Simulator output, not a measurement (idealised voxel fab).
process module | voxel lift off
cross-section cut | 190 nm wide | cells 5 nm
A cross-section is a grid of square cells, given in bands from the top down. A band is one or more rows of cells.
Each band's line starts with the height of the band's top and of its bottom, in nm. Then come its materials from left to right, each with its width in nm. One material with "throughout" fills the band from edge to edge. "air" is empty space.
Height 0 is the level under which the wafer as received is all one material. The lowest band goes on downwards, as in "0 down".
A width such as "30 to 40" changes by the same amount from each row of cells to the next, from the band's top row to its bottom row.
"no change" after a step means that no cell of the cross-section changed.
closed voids: empty space of 8 cells or more with no open way to the top, each as width x height at its distance from the left edge, in nm
after a step's settings: what the simulator itself notes on the step
overlay nm, on a step with a mask: how far to the right of its planned place the mask lay; to the left if negative
plan
1 op RECEIVE | material Si
2 op CONFORMAL_DEP | material SiN | thk nm 15
3 op PATTERN | tone open | mask id LINES | material resist | width nm 30 | pitch nm 50 | thk nm 30 | overlay nm 0
4 op DIRECTIONAL_DEP | material Ru | thk nm 15
5 op STRIP | etch materials resist
6 op CONFORMAL_DEP | material SiO2 | thk nm 5
as received, after step 1
  0 down: Si throughout
  closed voids: none
a wafer at the end: this start, this plan, one mistake
  50 to 45: air 25 | SiO2 40 | air 10 | SiO2 40 | air 10 | SiO2 40 | air 25
  45 to 35: air 25 | SiO2 5 | Ru 30 | SiO2 5 | air 10 | SiO2 5 | Ru 30 | SiO2 5 | air 10 | SiO2 5 | Ru 30 | SiO2 5 | air 25
  35 to 30: SiO2 30 | Ru 30 | SiO2 20 | Ru 30 | SiO2 20 | Ru 30 | SiO2 30
  30 to 0: SiN throughout
  0 down: Si throughout
  closed voids: none
what went wrong: step 2 was run twice
